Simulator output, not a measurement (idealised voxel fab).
The document below concerns the process module designated voxel gate over fins.
Cross-section cut spans 170 nm and uses square cells 5 nm in size.
The cross-sections in this document take the form of a grid made of square cells. They are written out as bands, in order from top to bottom. Each band consists of one or more rows of cells.
Band entry format. Leading values: height of top, height of bottom, nm. Remainder: materials in left-to-right order, each with its width in nm. Special words: "throughout" on a single material, which then fills the band edge to edge; "empty", empty space.
Height 0 is the level under which the wafer as received is all one material. The lowest band goes on downwards, as in "0 and below".
Think of "30 to 40" as a width that walks from the first number to the second as you go down the band, top row to bottom row, taking equal-sized steps from row to row.
"no modification" (step): cross-section cells unchanged, all of them.
The list in "Sealed internal voids" covers empty spaces of 8 cells or more that cannot reach the top through any open way, and it gives each as width x height at distance; the distance is from the left edge, and width, height and distance are in nm.
On a step's line, text after the settings is the simulator commenting on that step.
If you see "overlay nm" on a step's line and that step has a mask, it's telling you how far right of where it was planned the mask ended up; a negative number means it went left instead.
Process steps (planned)
1,RECEIVE: material Si
2,CONFORMAL_DEP: material SiN, thk nm 5
3,DIRECTIONAL_DEP: material aC, thk nm 10
4,PATTERN: tone cover, mask id FINS, material resist, width nm 15, pitch nm 55, thk nm 30, overlay nm 0
5,DIRECTIONAL_ETCH: etch materials aC, depth nm 10
6,STRIP: etch materials resist
7,DIRECTIONAL_ETCH: etch materials SiN, depth nm 5
8,DIRECTIONAL_ETCH: etch materials Si, depth nm 30
9,STRIP: etch materials aC
10,OXIDIZE: depth nm 5
11,FILL_DEP: material SiO2, thk nm 5
12,CMP: height nm 5
13,MASKED_ETCH: tone open, mask id RAIL, width nm 15, etch materials SiO2, depth nm 30, overlay nm 0
14,CONFORMAL_DEP: material TiN, thk nm 5
15,FILL_DEP: material W, thk nm 5
16,CMP: height nm 5
17,SELECTIVE_ETCH: etch materials W Ru TiN, depth nm 25
18,FILL_DEP: material SiO2, thk nm 5
19,CMP: height nm 5
20,SELECTIVE_ETCH: etch materials SiO2, depth nm 20
21,STRIP: etch materials SiN
22,CONFORMAL_DEP: material HfO2, thk nm 5
23,CONFORMAL_DEP: material TiN, thk nm 5
24,FILL_DEP: material W, thk nm 15
25,CMP: height nm 20
26,CONFORMAL_DEP: material SiN, thk nm 10
Cross-section, incoming material, after step 1
  0 and below  Si throughout
  Sealed internal voids: none
First of two wafers, end-of-module section, run followed plan
  30 down to 20  SiN throughout
  20 down to 10  W throughout
  10 down to 5  W: 15  TiN: 25  W: 30  TiN: 25  W: 30  TiN: 25  W: 20
  5 down to 0  W: 15  TiN: 5  HfO2: 15  TiN: 5  W: 30  TiN: 5  HfO2: 15  TiN: 5  W: 30  TiN: 5  HfO2: 15  TiN: 5  W: 20
  0 down to -5  W: 15  TiN: 5  HfO2: 5  Si: 5  HfO2: 5  TiN: 5  W: 30  TiN: 5  HfO2: 5  Si: 5  HfO2: 5  TiN: 5  W: 30  TiN: 5  HfO2: 5  Si: 5  HfO2: 5  TiN: 5  W: 20
  -5 down to -10  TiN: 20  HfO2: 5  Si: 5  HfO2: 5  TiN: 40  HfO2: 5  Si: 5  HfO2: 5  TiN: 40  HfO2: 5  Si: 5  HfO2: 5  TiN: 25
  -10 down to -15  HfO2: 25  Si: 5  HfO2: 50  Si: 5  HfO2: 50  Si: 5  HfO2: 30
  -15 down to -20  SiO2: 25  Si: 5  SiO2: 50  Si: 5  SiO2: 50  Si: 5  SiO2: 30
  -20 down to -25  SiO2: 25  Si: 5  SiO2: 15  TiN: 15  SiO2: 20  Si: 5  SiO2: 50  Si: 5  SiO2: 30
  -25 down to -35  SiO2: 25  Si: 5  SiO2: 50  Si: 5  SiO2: 50  Si: 5  SiO2: 30
  -35 and below  Si throughout
  Sealed internal voids: none
Cross-section, wafer two of two, end of module: same start and plan as wafer one, one error in execution
  30 down to 20  SiN throughout
  20 down to 10  W throughout
  10 down to 5  TiN: 25  W: 5  TiN: 50  W: 5  TiN: 50  W: 5  TiN: 30
  5 down to 0  HfO2: 20  TiN: 5  W: 5  TiN: 5  HfO2: 40  TiN: 5  W: 5  TiN: 5  HfO2: 40  TiN: 5  W: 5  TiN: 5  HfO2: 25
  0 down to -5  Si: 15  HfO2: 5  TiN: 5  W: 5  TiN: 5  HfO2: 5  Si: 30  HfO2: 5  TiN: 5  W: 5  TiN: 5  HfO2: 5  Si: 30  HfO2: 5  TiN: 5  W: 5  TiN: 5  HfO2: 5  Si: 20
  -5 down to -10  Si: 15  HfO2: 5  TiN: 15  HfO2: 5  Si: 30  HfO2: 5  TiN: 15  HfO2: 5  Si: 30  HfO2: 5  TiN: 15  HfO2: 5  Si: 20
  -10 down to -15  Si: 15  HfO2: 25  Si: 30  HfO2: 25  Si: 30  HfO2: 25  Si: 20
  -15 down to -35  Si: 15  SiO2: 25  Si: 30  SiO2: 25  Si: 30  SiO2: 25  Si: 20
  -35 and below  Si throughout
  Sealed internal voids: none
Short version of what went wrong: step 4 ran differently from the plan; actual operation with settings: PATTERN: tone open, mask id FINS, material resist, width nm 15, pitch nm 55, thk nm 30, overlay nm 0
Once processing is complete, comparing cell counts shows that the second wafer has more or fewer of certain materials than the first: 112 more of Si, 61 fewer of SiO2, 3 fewer of TiN, 48 fewer of W
